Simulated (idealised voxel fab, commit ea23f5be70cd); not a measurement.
The name of this process module is voxel transistor to metal.
Pictured: cross-section cut, 205 nm wide, on a grid of 5 nm square cells.
Think of the cross-section as a grid of square cells. We describe it in bands, top to bottom, and each band covers one or more rows of those cells.
Per band: top height and bottom height in nm, followed by the left-to-right materials and their widths in nm; "edge to edge" marks a single material spanning edge to edge, "blank" marks empty space.
Heights from 0 (as-received wafer is one material below). Bottom band endless downward, as "z 0 and below".
Think of "30 to 40" as a width that walks from the first number to the second as you go down the band, top row to bottom row, taking equal-sized steps from row to row.
Where a step carries "stayed the same", the cross-section came out of it unchanged, cell for cell.
The list in "Unvented voids" covers empty spaces of 8 cells or more that cannot reach the top through any open way, and it gives each as width x height at distance; the distance is from the left edge, and width, height and distance are in nm.
Note: text after step settings on the step line = simulator remark on that step.
overlay nm: how far to the right of its planned place the mask lay on this masked step (negative: to the left).

**Intended process steps**
1. RECEIVE: material Si
2. OXIDIZE: depth nm 5
3. CONFORMAL_DEP: material SiN, thk nm 15
4. PATTERN: tone cover, mask id ACTIVE, material resist, width nm 105, thk nm 20, overlay nm 0
5. DIRECTIONAL_ETCH: etch materials SiN, depth nm 15
6. DIRECTIONAL_ETCH: etch materials SiO2, depth nm 5
7. DIRECTIONAL_ETCH: etch materials Si, depth nm 35
8. STRIP: etch materials resist
9. FILL_DEP: material SiO2, thk nm 10
10. CMP: height nm 15
11. SELECTIVE_ETCH: etch materials SiO2, depth nm 15
12. STRIP: etch materials SiN
13. SELECTIVE_ETCH: etch materials SiO2, depth nm 5
14. OXIDIZE: depth nm 5
15. DIRECTIONAL_DEP: material polySi, thk nm 20
16. DIRECTIONAL_DEP: material SiCN, thk nm 15
17. MASKED_ETCH: tone cover, mask id GATE, width nm 35, etch materials SiCN, depth nm 25, overlay nm 0
18. MASKED_ETCH: tone cover, mask id GATE, width nm 35, etch materials polySi, depth nm 30, overlay nm 0
19. CONFORMAL_DEP: material SiN, thk nm 10
20. DIRECTIONAL_ETCH: etch materials SiN, depth nm 10
21. DIRECTIONAL_ETCH: etch materials SiO2, depth nm 5
22. DIRECTIONAL_ETCH: etch materials Si, depth nm 10
23. EPI: material SiGe, thk nm 10
24. FILL_DEP: material SiO2, thk nm 5
25. CMP: height nm 15
26. STRIP: etch materials polySi
27. SELECTIVE_ETCH: etch materials SiO2, depth nm 5
28. CONFORMAL_DEP: material HfO2, thk nm 5
29. CONFORMAL_DEP: material TiN, thk nm 5
30. FILL_DEP: material W, thk nm 5
31. CMP: height nm 10
32. DIRECTIONAL_DEP: material SiO2, thk nm 10
33. MASKED_ETCH: tone open, mask id CONTACT, width nm 15, pitch nm 80, etch materials SiO2, depth nm 30, overlay nm 0
34. CONFORMAL_DEP: material TiN, thk nm 5
35. FILL_DEP: material W, thk nm 10
36. CMP: height nm 20
37. CONFORMAL_DEP: material SiCN, thk nm 5
38. DIRECTIONAL_DEP: material SiO2, thk nm 20
39. DIRECTIONAL_DEP: material aC, thk nm 15
40. PATTERN: tone open, mask id METAL_1, material resist, width nm 15, pitch nm 80, thk nm 30, overlay nm 0
41. DIRECTIONAL_ETCH: etch materials aC, depth nm 15
42. STRIP: etch materials resist
43. DIRECTIONAL_ETCH: etch materials SiO2, depth nm 20
44. DIRECTIONAL_ETCH: etch materials SiCN, depth nm 5
45. STRIP: etch materials aC
46. CONFORMAL_DEP: material TiN, thk nm 5
47. FILL_DEP: material W, thk nm 5
48. CMP: height nm 45
49. EPI: material Ru, thk nm 5
50. FILL_DEP: material SiCN, thk nm 5
51. DIRECTIONAL_DEP: material SiO2, thk nm 25
52. DIRECTIONAL_DEP: material aC, thk nm 15
53. PATTERN: tone open, mask id METAL_2, material resist, width nm 15, pitch nm 80, thk nm 35, overlay nm 0
54. DIRECTIONAL_ETCH: etch materials aC, depth nm 15
55. STRIP: etch materials resist
56. DIRECTIONAL_ETCH: etch materials SiO2, depth nm 15
57. STRIP: etch materials aC
58. PATTERN: tone open, mask id METAL_2_HOLES, material resist, width nm 15, pitch nm 80, thk nm 20, overlay nm 0
59. DIRECTIONAL_ETCH: etch materials SiO2, depth nm 10
60. DIRECTIONAL_ETCH: etch materials SiCN, depth nm 5
61. STRIP: etch materials resist
62. CONFORMAL_DEP: material TiN, thk nm 5
63. FILL_DEP: material Ru, thk nm 5
64. CMP: height nm 80
65. CONFORMAL_DEP: material SiCN, thk nm 5

**Incoming wafer, cross-sectional view, post step 1**
* z 0 and below | Si edge to edge
* Unvented voids: none

**Below is the wafer in cross-section after the module was completed. It began from the starting point shown above and followed the plan shown above, except that one mistake was made while running it**
* z 85 to 80 | SiCN edge to edge
* z 80 to 55 | 55 SiO2  5 TiN  5 Ru  5 TiN  65 SiO2  5 TiN  5 Ru  5 TiN  55 SiO2
* z 55 to 50 | 55 SiCN  15 TiN  65 SiCN  15 TiN  55 SiCN
* z 50 to 45 | 50 SiCN  25 Ru  55 SiCN  25 Ru  50 SiCN
* z 45 to 25 | 55 SiO2  5 TiN  5 W  5 TiN  65 SiO2  5 TiN  5 W  5 TiN  55 SiO2
* z 25 to 20 | 55 SiCN  15 TiN  65 SiCN  15 TiN  55 SiCN
* z 20 to 15 | 65 SiO2  5 TiN  5 W  5 TiN  65 SiO2  5 TiN  5 W  5 TiN  45 SiO2
* z 15 to 10 | 65 SiO2  15 TiN  65 SiO2  5 TiN  5 W  5 TiN  45 SiO2
* z 10 to 0 | 65 SiO2  10 TiN  10 SiN  5 HfO2  5 TiN  15 W  5 TiN  5 HfO2  10 SiN  15 SiO2  5 TiN  5 W  5 TiN  45 SiO2
* z 0 to -5 | 65 SiO2  10 SiGe  10 SiN  5 HfO2  25 TiN  5 HfO2  10 SiN  10 SiGe  5 SiO2  5 TiN  5 W  5 TiN  45 SiO2
* z -5 to -10 | 65 SiO2  10 SiGe  5 SiO2  45 HfO2  5 SiO2  10 SiGe  5 SiO2  15 TiN  45 SiO2
* z -10 to -20 | 50 SiO2  25 SiGe  55 Si  25 SiGe  50 SiO2
* z -20 to -40 | 50 SiO2  105 Si  50 SiO2
* z -40 and below | Si edge to edge
* Unvented voids: none
In executing the process, a mistake was made relative to the plan: step 33 ran as: MASKED_ETCH: tone open, mask id CONTACT, width nm 15, pitch nm 80, etch materials SiO2, depth nm 30, overlay nm 10
